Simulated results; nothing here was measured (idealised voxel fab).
Proc. module: voxel self aligned contacts
FYI the section here is cut, 200 nm wide, cells are 5 nm squares.
A cross-section in this document is a grid of square cells, and it is written down as bands, the top band listed before the ones below it; a band is made up of one or more rows of cells.
The entry gives the band's vertical extent as a top height and a bottom height in nm, then its horizontal make-up as materials from left to right, each with a width in nm. "empty" stands for empty space; a single material marked "full width" fills the band edge to edge.
Measure heights from 0. That's the level where, below it, the as-received wafer is all one material. The lowest band is bottomless and extends downward; write it as in "0 nm and below".
Top row gets the first number, bottom row gets the second, and each row in between changes by the same step: that is how a band width like "30->40" works.
Basically "stayed the same" means that step didn't change any cell in the cross-section.
Enclosed voids (no open way to top), threshold 8 cells or more, entry "Closed void roster", notation width x height at distance, distance from left edge, nm.
Step line, after settings: the simulator's comment on this step.
The setting "overlay nm" may be written on the line of a step. When the step uses a mask, the value reports how far to the right of the planned place the mask lay, and a negative value reports that it lay to the left.
LISTED BELOW ARE THE PROCESS STEPS AS PLANNED
1: RECEIVE with material Si
2: OXIDIZE with depth nm 5
3: DIRECTIONAL_DEP with material polySi, thk nm 30
4: DIRECTIONAL_DEP with material SiN, thk nm 25
5: MASKED_ETCH with tone cover, mask id GATE, width nm 25, pitch nm 60, etch materials SiN, depth nm 25, overlay nm 0
6: MASKED_ETCH with tone cover, mask id GATE, width nm 25, pitch nm 60, etch materials polySi, depth nm 30, overlay nm 0
7: CONFORMAL_DEP with material SiN, thk nm 10
8: DIRECTIONAL_ETCH with etch materials SiN, depth nm 10
9: FILL_DEP with material SiO2, thk nm 15
10: CMP with height nm 65
11: MASKED_ETCH with tone open, mask id CONTACT, width nm 45, pitch nm 60, etch materials SiO2, depth nm 70, overlay nm 0
12: CONFORMAL_DEP with material TiN, thk nm 5
13: FILL_DEP with material W, thk nm 10
14: CMP with height nm 65
15: CONFORMAL_DEP with material SiCN, thk nm 5
INCOMING WAFER IN CROSS-SECTION (STATE: AFTER STEP 1)
    0 nm and below = Si full width
    Closed void roster: none
WHAT THE WAFER LOOKS LIKE IN CROSS-SECTION AFTER THIS MODULE, WHEN IT STARTS AS SHOWN ABOVE AND FOLLOWS THE PLAN ABOVE BUT ONE MISTAKE IS MADE IN RUNNING IT
    70 nm to 65 nm = SiCN full width
    65 nm to 55 nm = 50 of SiO2 | 5->15 of TiN | 30->5 of W | 5->20 of TiN | 20 of SiO2 | 5->15 of TiN | 30->5 of W | 5->20 of TiN | 50 of SiO2
    55 nm to 30 nm = 15 of SiO2 | 45 of SiN | 5 of TiN | 5 of W | 5 of TiN | 45 of SiN | 5 of TiN | 5 of W | 5 of TiN | 45 of SiN | 20 of SiO2
    30 nm to 0 nm = 15 of SiO2 | 10 of SiN | 25 of polySi | 10 of SiN | 5 of TiN | 5 of W | 5 of TiN | 10 of SiN | 25 of polySi | 10 of SiN | 5 of TiN | 5 of W | 5 of TiN | 10 of SiN | 25 of polySi | 10 of SiN | 20 of SiO2
    0 nm to -5 nm = 60 of SiO2 | 15 of TiN | 45 of SiO2 | 15 of TiN | 65 of SiO2
    -5 nm and below = Si full width
    Closed void roster: none
Deviation from plan: for step 11, the planned setting was not used; the step was instead run as MASKED_ETCH with tone open, mask id CONTACT, width nm 40, pitch nm 60, etch materials SiO2, depth nm 70, overlay nm 0
